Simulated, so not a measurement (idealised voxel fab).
process module | voxel trench capacitor
cross-section cut | 140 nm wide | cells 5 nm
A cross-section is a grid of square cells, given in bands from the top down. A band is one or more rows of cells.
Each band's line starts with the height of the band's top and of its bottom, in nm. Then come its materials from left to right, each with its width in nm. One material with "throughout" fills the band from edge to edge. "air" is empty space.
Height 0 is the level under which the wafer as received is all one material. The lowest band goes on downwards, as in "0 down".
A width such as "30 to 40" changes by the same amount from each row of cells to the next, from the band's top row to its bottom row.
"no change" after a step means that no cell of the cross-section changed.
closed voids: empty space of 8 cells or more with no open way to the top, each as width x height at its distance from the left edge, in nm
after a step's settings: what the simulator itself notes on the step
overlay nm, on a step with a mask: how far to the right of its planned place the mask lay; to the left if negative
plan
1 op RECEIVE | material Si
2 op CONFORMAL_DEP | material SiN | thk nm 10
3 op MASKED_ETCH | tone open | mask id TRENCH | width nm 20 | pitch nm 35 | etch materials SiN | depth nm 10 | overlay nm 0
4 op MASKED_ETCH | tone open | mask id TRENCH | width nm 20 | pitch nm 35 | etch materials Si | depth nm 35 | overlay nm 0
5 op CONFORMAL_DEP | material Al2O3 | thk nm 5
6 op FILL_DEP | material polySi | thk nm 5
7 op CMP | height nm 10
as received, after step 1
  0 down: Si throughout
  closed voids: none
a wafer at the end: this start, this plan, one mistake
  10 to 5: SiN 40 | Al2O3 5 | polySi 10 | Al2O3 5 | SiN 15 | Al2O3 5 | polySi 10 | Al2O3 5 | SiN 45
  5 to 0: SiN 40 | Al2O3 20 | SiN 15 | Al2O3 20 | SiN 45
  0 to -35: Si 50 | Al2O3 10 | Si 25 | Al2O3 10 | Si 45
  -35 down: Si throughout
  closed voids: none
what went wrong: step 4 ran as: op MASKED_ETCH | tone open | mask id TRENCH | width nm 20 | pitch nm 35 | etch materials Si | depth nm 35 | overlay nm 10
